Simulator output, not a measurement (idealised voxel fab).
The document below concerns the process module designated voxel self aligned contacts.
Each square cell in cross-section cut measures 5 nm, and the section as a whole is 280 nm wide.
Cross-section spec: square-cell grid; bands listed top down; each band is one or more rows. Band: top and bottom heights (nm) first, top before bottom; then materials from left to right, widths in nm. "throughout" marks a sole material filling the band edge to edge. "blank" denotes empty space. Convention: height 0 is the level below which the wafer, as received, is all one material. The lowest band does not terminate at the bottom but continues downward, represented as "0 and below". The two numbers in a width such as "30 to 40" mark its ends across the band: the first belongs to the top row of cells, the second to the bottom row, and from each row to the next the width moves by the same amount. The designation "everything unchanged", where it is given for a processing step, indicates that no cell of the cross-section was altered in the course of that step. "Entrapped void list" lists enclosed empty spaces (at least 8 cells, no open path upward to the top), each as width x height at distance from the left edge, in nm. That trailing text on a step's line, after the settings, is the simulator's own remark on the step. overlay nm: right-of-plan distance of the mask on a masked step; negative values mean left-of-plan.

### Process steps - plan
1. op RECEIVE | material Si
2. op CONFORMAL_DEP | material SiO2 | thk nm 5
3. op DIRECTIONAL_DEP | material polySi | thk nm 30
4. op DIRECTIONAL_DEP | material SiN | thk nm 20
5. op MASKED_ETCH | tone cover | mask id GATE | width nm 25 | pitch nm 50 | etch materials SiN | depth nm 20 | overlay nm 0
6. op MASKED_ETCH | tone cover | mask id GATE | width nm 25 | pitch nm 50 | etch materials polySi | depth nm 30 | overlay nm 0
7. op CONFORMAL_DEP | material SiN | thk nm 5
8. op DIRECTIONAL_ETCH | etch materials SiN | depth nm 5
9. op FILL_DEP | material SiO2 | thk nm 20
10. op CMP | height nm 65
11. op PATTERN | tone open | mask id CONTACT | material resist | width nm 35 | pitch nm 50 | thk nm 15 | overlay nm 0
12. op DIRECTIONAL_ETCH | etch materials SiO2 | depth nm 65
13. op STRIP | etch materials resist
14. op CONFORMAL_DEP | material TiN | thk nm 5
15. op FILL_DEP | material W | thk nm 10
16. op CMP | height nm 65
17. op CONFORMAL_DEP | material SiCN | thk nm 5

### The cross-section here shows the wafer as received, i.e. in its state after step 1
- 0 and below = Si throughout
- Entrapped void list: none

### As-planned run: cross-section of the first of two wafers at end of module
- 70 down to 65 = SiCN throughout
- 65 down to 55 = SiO2 95 / TiN 5 to 15 / W 25 to 5 / TiN 5 to 15 / SiO2 15 / TiN 5 to 15 / W 25 to 5 / TiN 5 to 15 / SiO2 100
- 55 down to 35 = SiO2 70 / SiN 35 / TiN 5 / W 5 / TiN 5 / SiN 35 / TiN 5 / W 5 / TiN 5 / SiN 35 / SiO2 75
- 35 down to 5 = SiO2 70 / SiN 5 / polySi 25 / SiN 5 / TiN 5 / W 5 / TiN 5 / SiN 5 / polySi 25 / SiN 5 / TiN 5 / W 5 / TiN 5 / SiN 5 / polySi 25 / SiN 5 / SiO2 75
- 5 down to 0 = SiO2 105 / TiN 15 / SiO2 35 / TiN 15 / SiO2 110
- 0 and below = Si throughout
- Entrapped void list: none

### Cross-sectional image of the second wafer of the two following completion of the module. Starting state and process plan were the same as for the first wafer; one execution error occurred
- 70 down to 65 = SiCN throughout
- 65 down to 40 = SiO2 70 / SiN 5 / polySi 25 / SiN 5 / TiN 5 / W 5 / TiN 5 / SiN 5 / polySi 25 / SiN 5 / TiN 5 / W 5 / TiN 5 / SiN 5 / polySi 25 / SiN 5 / SiO2 75
- 40 down to 35 = SiO2 70 / SiN 5 / polySi 25 / SiN 5 / TiN 15 / SiN 5 / polySi 25 / SiN 5 / TiN 15 / SiN 5 / polySi 25 / SiN 5 / SiO2 75
- 35 down to 5 = polySi throughout
- 5 down to 0 = SiO2 throughout
- 0 and below = Si throughout
- Entrapped void list: none
Error vs. plan: step 3 of the plan was performed twice
In the final state, the cell counts of the second wafer exceed or fall short of those of the first for the following materials: SiN: 84 fewer, SiO2: 194 fewer, TiN: 36 fewer, W: 22 fewer, polySi: 336 more
